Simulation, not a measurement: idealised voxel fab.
process module | voxel trench capacitor
cross-section cut | 240 nm wide | cells 5 nm
A cross-section is a grid of square cells, given in bands from the top down. A band is one or more rows of cells.
Each band's line starts with the height of the band's top and of its bottom, in nm. Then come its materials from left to right, each with its width in nm. One material with "throughout" fills the band from edge to edge. "air" is empty space.
Height 0 is the level under which the wafer as received is all one material. The lowest band goes on downwards, as in "0 down".
A width such as "30 to 40" changes by the same amount from each row of cells to the next, from the band's top row to its bottom row.
"no change" after a step means that no cell of the cross-section changed.
closed voids: empty space of 8 cells or more with no open way to the top, each as width x height at its distance from the left edge, in nm
after a step's settings: what the simulator itself notes on the step
overlay nm, on a step with a mask: how far to the right of its planned place the mask lay; to the left if negative
plan
1 op RECEIVE | material Si
2 op CONFORMAL_DEP | material SiN | thk nm 10
3 op MASKED_ETCH | tone open | mask id TRENCH | width nm 25 | pitch nm 40 | etch materials SiN | depth nm 10 | overlay nm 0
4 op MASKED_ETCH | tone open | mask id TRENCH | width nm 25 | pitch nm 40 | etch materials Si | depth nm 40 | overlay nm 0
5 op CONFORMAL_DEP | material Al2O3 | thk nm 5
6 op FILL_DEP | material polySi | thk nm 10
7 op CMP | height nm 10
as received, after step 1
  0 down: Si throughout
  closed voids: none
a wafer at the end: this start, this plan, one mistake
  10 to 0: SiN 45 | Al2O3 5 to 10 | polySi 15 to 5 | Al2O3 5 to 10 | SiN 15 | Al2O3 5 to 10 | polySi 15 to 5 | Al2O3 5 to 10 | SiN 15 | Al2O3 5 to 10 | polySi 15 to 5 | Al2O3 5 to 10 | SiN 15 | Al2O3 5 to 10 | polySi 15 to 5 | Al2O3 5 to 10 | SiN 50
  0 to -35: Si 50 | Al2O3 5 | polySi 5 | Al2O3 5 | Si 25 | Al2O3 5 | polySi 5 | Al2O3 5 | Si 25 | Al2O3 5 | polySi 5 | Al2O3 5 | Si 25 | Al2O3 5 | polySi 5 | Al2O3 5 | Si 55
  -35 to -40: Si 50 | Al2O3 15 | Si 25 | Al2O3 15 | Si 25 | Al2O3 15 | Si 25 | Al2O3 15 | Si 55
  -40 down: Si throughout
  closed voids: none
what went wrong: step 4 ran as: op MASKED_ETCH | tone open | mask id TRENCH | width nm 15 | pitch nm 40 | etch materials Si | depth nm 40 | overlay nm 0
